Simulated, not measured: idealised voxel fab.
process module | voxel released beams
cross-section cut | 185 nm wide | cells 5 nm
A cross-section is a grid of square cells, given in bands from the top down. A band is one or more rows of cells.
Each band's line starts with the height of the band's top and of its bottom, in nm. Then come its materials from left to right, each with its width in nm. One material with "throughout" fills the band from edge to edge. "air" is empty space.
Height 0 is the level under which the wafer as received is all one material. The lowest band goes on downwards, as in "0 down".
A width such as "30 to 40" changes by the same amount from each row of cells to the next, from the band's top row to its bottom row.
"no change" after a step means that no cell of the cross-section changed.
closed voids: empty space of 8 cells or more with no open way to the top, each as width x height at its distance from the left edge, in nm
after a step's settings: what the simulator itself notes on the step
overlay nm, on a step with a mask: how far to the right of its planned place the mask lay; to the left if negative
plan
1 op RECEIVE | material Si
2 op CONFORMAL_DEP | material Al2O3 | thk nm 5
3 op DIRECTIONAL_DEP | material SiO2 | thk nm 10
4 op DIRECTIONAL_DEP | material aC | thk nm 10
5 op PATTERN | tone open | mask id ANCHOR | material resist | width nm 35 | thk nm 30 | overlay nm 0
6 op DIRECTIONAL_ETCH | etch materials aC | depth nm 10
7 op STRIP | etch materials resist
8 op DIRECTIONAL_ETCH | etch materials SiO2 | depth nm 10
9 op STRIP | etch materials aC
10 op CONFORMAL_DEP | material polySi | thk nm 10
11 op MASKED_ETCH | tone cover | mask id BEAM | width nm 95 | etch materials polySi | depth nm 10 | overlay nm 0
12 op STRIP | etch materials SiO2
as received, after step 1
  0 down: Si throughout
  closed voids: none
first wafer at the end, as planned
  25 to 15: air 40 | polySi 15 | air 15 | polySi 65 | air 50
  15 to 5: air 45 | polySi 35 | air 105
  5 to 0: Al2O3 throughout
  0 down: Si throughout
  closed voids: none
second wafer at the end: like start, like plan, one mistake
  25 to 20: air 40 | polySi 15 | air 15 | polySi 65 | air 50
  20 to 15: polySi 55 | air 15 | polySi 115
  15 to 5: SiO2 45 | polySi 35 | SiO2 105
  5 to 0: Al2O3 throughout
  0 down: Si throughout
  closed voids: none
what went wrong: step 11 ran as: op MASKED_ETCH | tone cover | mask id BEAM | width nm 95 | etch materials polySi | depth nm 5 | overlay nm 0
at the end the second wafer has, in cells: 60 more of SiO2 | 18 more of polySi
